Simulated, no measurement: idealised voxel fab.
This section sets out a process module, namely voxel capacitor over wiring.
Xsec cut, 155 nm wide, square cell size 5 nm.
In this document a cross-section is written as a grid of square cells. It is given as a series of bands, listed from the top down, and a band is one or more rows of cells. Heads up on the band format: heights come first, top then bottom, in nm. After that it's the materials left to right, each with its width in nm. A single material flagged "all across" fills the whole band edge to edge, and "blank" means there's empty space there. Height reference: 0 = level under which incoming wafer is all one material. Lowest band: no bottom, runs on downward, e.g. "from 0 down". A width given as "30..40" starts at the first number in the band's top row and ends at the second number in its bottom row, shifting by an equal amount at every step from row to row. Step marked "left unchanged"? Then no cell in the cross-section changed in it. Empty spaces without an open route to the top, at least 8 cells in extent, make up the entry "Closed-off voids"; each is given as width x height at distance, where the distance is measured from the left edge, and all are in nm. Where a step's line continues beyond its settings, the continuation is a remark by the simulator itself on that step. What "overlay nm" on a step's line means: if the step has a mask, that mask lay this far to the right of its planned place, or, when the value is negative, to the left.

### The planned process steps are enumerated hereunder
1,RECEIVE | material Si
2,CONFORMAL_DEP | material SiO2 | thk nm 10
3,CONFORMAL_DEP | material SiCN | thk nm 5
4,DIRECTIONAL_DEP | material SiO2 | thk nm 15
5,DIRECTIONAL_DEP | material aC | thk nm 15
6,PATTERN | tone open | mask id METAL_1 | material resist | width nm 20 | pitch nm 80 | thk nm 35 | overlay nm 0
7,DIRECTIONAL_ETCH | etch materials aC | depth nm 15
8,STRIP | etch materials resist
9,DIRECTIONAL_ETCH | etch materials SiO2 | depth nm 15
10,DIRECTIONAL_ETCH | etch materials SiCN | depth nm 5
11,STRIP | etch materials aC
12,CONFORMAL_DEP | material TiN | thk nm 5
13,FILL_DEP | material Ru | thk nm 5
14,CMP | height nm 30
15,EPI | material Ru | thk nm 5
16,FILL_DEP | material SiCN | thk nm 5
17,DIRECTIONAL_DEP | material lowk | thk nm 10
18,MASKED_ETCH | tone open | mask id PLUG_1 | width nm 15 | etch materials lowk | depth nm 10 | overlay nm 0
19,MASKED_ETCH | tone open | mask id PLUG_1 | width nm 15 | etch materials SiCN | depth nm 5 | overlay nm 0
20,CONFORMAL_DEP | material TiN | thk nm 5
21,FILL_DEP | material W | thk nm 5
22,CMP | height nm 50
23,DIRECTIONAL_DEP | material TiN | thk nm 5
24,DIRECTIONAL_DEP | material HfO2 | thk nm 5
25,DIRECTIONAL_DEP | material TiN | thk nm 10
26,DIRECTIONAL_DEP | material aC | thk nm 15
27,PATTERN | tone cover | mask id UPPER_PLATE | material resist | width nm 65 | thk nm 30 | overlay nm 0
28,DIRECTIONAL_ETCH | etch materials aC | depth nm 15
29,STRIP | etch materials resist
30,DIRECTIONAL_ETCH | etch materials TiN | depth nm 10
31,DIRECTIONAL_ETCH | etch materials HfO2 | depth nm 5
32,STRIP | etch materials aC
33,MASKED_ETCH | tone cover | mask id LOWER_PLATE | width nm 75 | etch materials TiN | depth nm 5 | overlay nm 0
34,FILL_DEP | material SiO2 | thk nm 20
35,CMP | height nm 85
36,DIRECTIONAL_DEP | material aC | thk nm 15
37,PATTERN | tone open | mask id PLUG_2 | material resist | width nm 15 | thk nm 30 | overlay nm 0
38,DIRECTIONAL_ETCH | etch materials aC | depth nm 15
39,STRIP | etch materials resist
40,DIRECTIONAL_ETCH | etch materials SiO2 | depth nm 15
41,STRIP | etch materials aC
42,CONFORMAL_DEP | material TiN | thk nm 5
43,FILL_DEP | material Cu | thk nm 10
44,CMP | height nm 85
45,CONFORMAL_DEP | material SiN | thk nm 5

### First wafer out of two, processed as planned

### Incoming wafer in cross-section (state: after step 1)
	from 0 down | Si all across
	Closed-off voids: none

### Cross-section through the wafer, step 2 finished
	from 10 to 0 | SiO2 all across
	No changes below 0.

### Cross-section through the wafer, step 3 finished
	from 15 to 10 | SiCN all across
	No changes below 10.

### Cross-section through the wafer, step 4 finished
	from 30 to 15 | SiO2 all across
	No changes below 15.

### Cross-section through the wafer, step 5 finished
	from 45 to 30 | aC all across
	No changes below 30.

### Cross-section through the wafer, step 6 finished
	from 80 to 45 | resist=25, then blank=20, then resist=60, then blank=20, then resist=30
	No changes below 45.

### Cross-section through the wafer, step 7 finished
	from 65 to 45 | resist=25, then blank=20, then resist=60, then blank=20, then resist=30
	from 45 to 30 | aC=25, then blank=20, then aC=60, then blank=20, then aC=30
	No changes below 30.

### Cross-section through the wafer, step 8 finished
	from 45 to 30 | aC=25, then blank=20, then aC=60, then blank=20, then aC=30
	No changes below 30.

### Cross-section through the wafer, step 9 finished
	from 45 to 30 | aC=25, then blank=20, then aC=60, then blank=20, then aC=30
	from 30 to 15 | SiO2=25, then blank=20, then SiO2=60, then blank=20, then SiO2=30
	No changes below 15.

### Cross-section through the wafer, step 10 finished
	from 45 to 30 | aC=25, then blank=20, then aC=60, then blank=20, then aC=30
	from 30 to 15 | SiO2=25, then blank=20, then SiO2=60, then blank=20, then SiO2=30
	from 15 to 10 | SiCN=25, then blank=20, then SiCN=60, then blank=20, then SiCN=30
	No changes below 10.

### Cross-section through the wafer, step 11 finished
	from 30 to 15 | SiO2=25, then blank=20, then SiO2=60, then blank=20, then SiO2=30
	No changes below 15.

### Cross-section through the wafer, step 12 finished
	from 35 to 30 | TiN=30, then blank=10, then TiN=70, then blank=10, then TiN=35
	from 30 to 15 | SiO2=25, then TiN=5, then blank=10, then TiN=5, then SiO2=60, then TiN=5, then blank=10, then TiN=5, then SiO2=30
	from 15 to 10 | SiCN=25, then TiN=20, then SiCN=60, then TiN=20, then SiCN=30
	No changes below 10.

### Cross-section through the wafer, step 13 finished
	from 40 to 35 | Ru all across
	from 35 to 30 | TiN=30, then Ru=10, then TiN=70, then Ru=10, then TiN=35
	from 30 to 15 | SiO2=25, then TiN=5, then Ru=10, then TiN=5, then SiO2=60, then TiN=5, then Ru=10, then TiN=5, then SiO2=30
	No changes below 15.

### Cross-section through the wafer, step 14 finished
	from 30 to 15 | SiO2=25, then TiN=5, then Ru=10, then TiN=5, then SiO2=60, then TiN=5, then Ru=10, then TiN=5, then SiO2=30
	No changes below 15.

### Cross-section through the wafer, step 15 finished
	from 35 to 30 | blank=20, then Ru=30, then blank=50, then Ru=30, then blank=25
	No changes below 30.

### Cross-section through the wafer, step 16 finished
	from 40 to 35 | SiCN all across
	from 35 to 30 | SiCN=20, then Ru=30, then SiCN=50, then Ru=30, then SiCN=25
	No changes below 30.

### Cross-section through the wafer, step 17 finished
	from 50 to 40 | lowk all across
	No changes below 40.

### Cross-section through the wafer, step 18 finished
	from 50 to 40 | lowk=30, then blank=15, then lowk=110
	No changes below 40.

### Cross-section through the wafer, step 19 finished
	from 50 to 40 | lowk=30, then blank=15, then lowk=110
	from 40 to 35 | SiCN=30, then blank=15, then SiCN=110
	No changes below 35.

### Cross-section through the wafer, step 20 finished
	from 55 to 50 | TiN=35, then blank=5, then TiN=115
	from 50 to 40 | lowk=30, then TiN=5, then blank=5, then TiN=5, then lowk=110
	from 40 to 35 | SiCN=30, then TiN=15, then SiCN=110
	No changes below 35.

### Cross-section through the wafer, step 21 finished
	from 60 to 55 | W all across
	from 55 to 50 | TiN=35, then W=5, then TiN=115
	from 50 to 40 | lowk=30, then TiN=5, then W=5, then TiN=5, then lowk=110
	No changes below 40.

### Cross-section through the wafer, step 22 finished
	from 50 to 40 | lowk=30, then TiN=5, then W=5, then TiN=5, then lowk=110
	No changes below 40.

### Cross-section through the wafer, step 23 finished
	from 55 to 50 | TiN all across
	No changes below 50.

### Cross-section through the wafer, step 24 finished
	from 60 to 55 | HfO2 all across
	No changes below 55.

### Cross-section through the wafer, step 25 finished
	from 70 to 60 | TiN all across
	No changes below 60.

### Cross-section through the wafer, step 26 finished
	from 85 to 70 | aC all across
	No changes below 70.

### Cross-section through the wafer, step 27 finished
	from 115 to 85 | blank=30, then resist=65, then blank=60
	No changes below 85.

### Cross-section through the wafer, step 28 finished
	from 100 to 85 | blank=30, then resist=65, then blank=60
	from 85 to 70 | blank=30, then aC=65, then blank=60
	No changes below 70.

### Cross-section through the wafer, step 29 finished
	from 85 to 70 | blank=30, then aC=65, then blank=60
	No changes below 70.

### Cross-section through the wafer, step 30 finished
	from 85 to 70 | blank=30, then aC=65, then blank=60
	from 70 to 60 | blank=30, then TiN=65, then blank=60
	No changes below 60.

### Cross-section through the wafer, step 31 finished
	from 85 to 70 | blank=30, then aC=65, then blank=60
	from 70 to 60 | blank=30, then TiN=65, then blank=60
	from 60 to 55 | blank=30, then HfO2=65, then blank=60
	No changes below 55.

### Cross-section through the wafer, step 32 finished
	from 70 to 60 | blank=30, then TiN=65, then blank=60
	No changes below 60.

### Cross-section through the wafer, step 33 finished
	from 70 to 60 | blank=30, then TiN=65, then blank=60
	from 60 to 55 | blank=30, then HfO2=65, then blank=60
	from 55 to 50 | blank=25, then TiN=75, then blank=55
	No changes below 50.

### Cross-section through the wafer, step 34 finished
	from 90 to 70 | SiO2 all across
	from 70 to 60 | SiO2=30, then TiN=65, then SiO2=60
	from 60 to 55 | SiO2=30, then HfO2=65, then SiO2=60
	from 55 to 50 | SiO2=25, then TiN=75, then SiO2=55
	No changes below 50.

### Cross-section through the wafer, step 35 finished
	from 85 to 70 | SiO2 all across
	No changes below 70.

### Cross-section through the wafer, step 36 finished
	from 100 to 85 | aC all across
	No changes below 85.

### Cross-section through the wafer, step 37 finished
	from 130 to 100 | resist=40, then blank=15, then resist=100
	No changes below 100.

### Cross-section through the wafer, step 38 finished
	from 115 to 100 | resist=40, then blank=15, then resist=100
	from 100 to 85 | aC=40, then blank=15, then aC=100
	No changes below 85.

### Cross-section through the wafer, step 39 finished
	from 100 to 85 | aC=40, then blank=15, then aC=100
	No changes below 85.

### Cross-section through the wafer, step 40 finished
	from 100 to 85 | aC=40, then blank=15, then aC=100
	from 85 to 70 | SiO2=40, then blank=15, then SiO2=100
	No changes below 70.

### Cross-section through the wafer, step 41 finished
	from 85 to 70 | SiO2=40, then blank=15, then SiO2=100
	No changes below 70.

### Cross-section through the wafer, step 42 finished
	from 90 to 85 | TiN=45, then blank=5, then TiN=105
	from 85 to 75 | SiO2=40, then TiN=5, then blank=5, then TiN=5, then SiO2=100
	from 75 to 70 | SiO2=40, then TiN=15, then SiO2=100
	No changes below 70.

### Cross-section through the wafer, step 43 finished
	from 100 to 90 | Cu all across
	from 90 to 85 | TiN=45, then Cu=5, then TiN=105
	from 85 to 75 | SiO2=40, then TiN=5, then Cu=5, then TiN=5, then SiO2=100
	No changes below 75.

### Cross-section through the wafer, step 44 finished
	from 85 to 75 | SiO2=40, then TiN=5, then Cu=5, then TiN=5, then SiO2=100
	No changes below 75.

### Cross-section through the wafer, step 45 finished
	from 90 to 85 | SiN all across
	No changes below 85.

### Here the second wafer is described. Its start and its plan were those of the first wafer. Its run contained one mistake. Up to and including step 1, it did exactly what the first wafer did

Second wafer, sectioned view, at step 2's planned end time: left unchanged

### Second wafer, sectioned view, at step 3's planned end time
	from 5 to 0 | SiCN all across
	No changes below 0.

### Second wafer, sectioned view, at step 4's planned end time
	from 20 to 5 | SiO2 all across
	No changes below 5.

### Second wafer, sectioned view, at step 5's planned end time
	from 35 to 20 | aC all across
	No changes below 20.

### Second wafer, sectioned view, at step 6's planned end time
	from 70 to 35 | resist=25, then blank=20, then resist=60, then blank=20, then resist=30
	No changes below 35.

### Second wafer, sectioned view, at step 7's planned end time
	from 55 to 35 | resist=25, then blank=20, then resist=60, then blank=20, then resist=30
	from 35 to 20 | aC=25, then blank=20, then aC=60, then blank=20, then aC=30
	No changes below 20.

### Second wafer, sectioned view, at step 8's planned end time
	from 35 to 20 | aC=25, then blank=20, then aC=60, then blank=20, then aC=30
	No changes below 20.

### Second wafer, sectioned view, at step 9's planned end time
	from 35 to 20 | aC=25, then blank=20, then aC=60, then blank=20, then aC=30
	from 20 to 5 | SiO2=25, then blank=20, then SiO2=60, then blank=20, then SiO2=30
	No changes below 5.

### Second wafer, sectioned view, at step 10's planned end time
	from 35 to 20 | aC=25, then blank=20, then aC=60, then blank=20, then aC=30
	from 20 to 5 | SiO2=25, then blank=20, then SiO2=60, then blank=20, then SiO2=30
	from 5 to 0 | SiCN=25, then blank=20, then SiCN=60, then blank=20, then SiCN=30
	No changes below 0.

### Second wafer, sectioned view, at step 11's planned end time
	from 20 to 5 | SiO2=25, then blank=20, then SiO2=60, then blank=20, then SiO2=30
	No changes below 5.

### Second wafer, sectioned view, at step 12's planned end time
	from 25 to 20 | TiN=30, then blank=10, then TiN=70, then blank=10, then TiN=35
	from 20 to 5 | SiO2=25, then TiN=5, then blank=10, then TiN=5, then SiO2=60, then TiN=5, then blank=10, then TiN=5, then SiO2=30
	from 5 to 0 | SiCN=25, then TiN=20, then SiCN=60, then TiN=20, then SiCN=30
	No changes below 0.

### Second wafer, sectioned view, at step 13's planned end time
	from 30 to 25 | Ru all across
	from 25 to 20 | TiN=30, then Ru=10, then TiN=70, then Ru=10, then TiN=35
	from 20 to 5 | SiO2=25, then TiN=5, then Ru=10, then TiN=5, then SiO2=60, then TiN=5, then Ru=10, then TiN=5, then SiO2=30
	No changes below 5.

Second wafer, sectioned view, at step 14's planned end time: left unchanged

### Second wafer, sectioned view, at step 15's planned end time
	from 35 to 25 | Ru all across
	No changes below 25.

### Second wafer, sectioned view, at step 16's planned end time
	from 40 to 35 | SiCN all across
	No changes below 35.

### Second wafer, sectioned view, at step 17's planned end time
	from 50 to 40 | lowk all across
	No changes below 40.

### Second wafer, sectioned view, at step 18's planned end time
	from 50 to 40 | lowk=30, then blank=15, then lowk=110
	No changes below 40.

### Second wafer, sectioned view, at step 19's planned end time
	from 50 to 40 | lowk=30, then blank=15, then lowk=110
	from 40 to 35 | SiCN=30, then blank=15, then SiCN=110
	No changes below 35.

### Second wafer, sectioned view, at step 20's planned end time
	from 55 to 50 | TiN=35, then blank=5, then TiN=115
	from 50 to 40 | lowk=30, then TiN=5, then blank=5, then TiN=5, then lowk=110
	from 40 to 35 | SiCN=30, then TiN=15, then SiCN=110
	No changes below 35.

### Second wafer, sectioned view, at step 21's planned end time
	from 60 to 55 | W all across
	from 55 to 50 | TiN=35, then W=5, then TiN=115
	from 50 to 40 | lowk=30, then TiN=5, then W=5, then TiN=5, then lowk=110
	No changes below 40.

### Second wafer, sectioned view, at step 22's planned end time
	from 50 to 40 | lowk=30, then TiN=5, then W=5, then TiN=5, then lowk=110
	No changes below 40.

### Second wafer, sectioned view, at step 23's planned end time
	from 55 to 50 | TiN all across
	No changes below 50.

### Second wafer, sectioned view, at step 24's planned end time
	from 60 to 55 | HfO2 all across
	No changes below 55.

### Second wafer, sectioned view, at step 25's planned end time
	from 70 to 60 | TiN all across
	No changes below 60.

### Second wafer, sectioned view, at step 26's planned end time
	from 85 to 70 | aC all across
	No changes below 70.

### Second wafer, sectioned view, at step 27's planned end time
	from 115 to 85 | blank=30, then resist=65, then blank=60
	No changes below 85.

### Second wafer, sectioned view, at step 28's planned end time
	from 100 to 85 | blank=30, then resist=65, then blank=60
	from 85 to 70 | blank=30, then aC=65, then blank=60
	No changes below 70.

### Second wafer, sectioned view, at step 29's planned end time
	from 85 to 70 | blank=30, then aC=65, then blank=60
	No changes below 70.

### Second wafer, sectioned view, at step 30's planned end time
	from 85 to 70 | blank=30, then aC=65, then blank=60
	from 70 to 60 | blank=30, then TiN=65, then blank=60
	No changes below 60.

### Second wafer, sectioned view, at step 31's planned end time
	from 85 to 70 | blank=30, then aC=65, then blank=60
	from 70 to 60 | blank=30, then TiN=65, then blank=60
	from 60 to 55 | blank=30, then HfO2=65, then blank=60
	No changes below 55.

### Second wafer, sectioned view, at step 32's planned end time
	from 70 to 60 | blank=30, then TiN=65, then blank=60
	No changes below 60.

### Second wafer, sectioned view, at step 33's planned end time
	from 70 to 60 | blank=30, then TiN=65, then blank=60
	from 60 to 55 | blank=30, then HfO2=65, then blank=60
	from 55 to 50 | blank=25, then TiN=75, then blank=55
	No changes below 50.

### Second wafer, sectioned view, at step 34's planned end time
	from 90 to 70 | SiO2 all across
	from 70 to 60 | SiO2=30, then TiN=65, then SiO2=60
	from 60 to 55 | SiO2=30, then HfO2=65, then SiO2=60
	from 55 to 50 | SiO2=25, then TiN=75, then SiO2=55
	No changes below 50.

### Second wafer, sectioned view, at step 35's planned end time
	from 85 to 70 | SiO2 all across
	No changes below 70.

### Second wafer, sectioned view, at step 36's planned end time
	from 100 to 85 | aC all across
	No changes below 85.

### Second wafer, sectioned view, at step 37's planned end time
	from 130 to 100 | resist=40, then blank=15, then resist=100
	No changes below 100.

### Second wafer, sectioned view, at step 38's planned end time
	from 115 to 100 | resist=40, then blank=15, then resist=100
	from 100 to 85 | aC=40, then blank=15, then aC=100
	No changes below 85.

### Second wafer, sectioned view, at step 39's planned end time
	from 100 to 85 | aC=40, then blank=15, then aC=100
	No changes below 85.

### Second wafer, sectioned view, at step 40's planned end time
	from 100 to 85 | aC=40, then blank=15, then aC=100
	from 85 to 70 | SiO2=40, then blank=15, then SiO2=100
	No changes below 70.

### Second wafer, sectioned view, at step 41's planned end time
	from 85 to 70 | SiO2=40, then blank=15, then SiO2=100
	No changes below 70.

### Second wafer, sectioned view, at step 42's planned end time
	from 90 to 85 | TiN=45, then blank=5, then TiN=105
	from 85 to 75 | SiO2=40, then TiN=5, then blank=5, then TiN=5, then SiO2=100
	from 75 to 70 | SiO2=40, then TiN=15, then SiO2=100
	No changes below 70.

### Second wafer, sectioned view, at step 43's planned end time
	from 100 to 90 | Cu all across
	from 90 to 85 | TiN=45, then Cu=5, then TiN=105
	from 85 to 75 | SiO2=40, then TiN=5, then Cu=5, then TiN=5, then SiO2=100
	No changes below 75.

### Second wafer, sectioned view, at step 44's planned end time
	from 85 to 75 | SiO2=40, then TiN=5, then Cu=5, then TiN=5, then SiO2=100
	No changes below 75.

### Second wafer, sectioned view, at step 45's planned end time
	from 90 to 85 | SiN all across
	No changes below 85.
Plan not followed: skipped: plan step 2 (never run)
Final cells, second wafer relative to first, materials higher or lower: Ru +54; SiCN -19; SiO2 -62; TiN +27
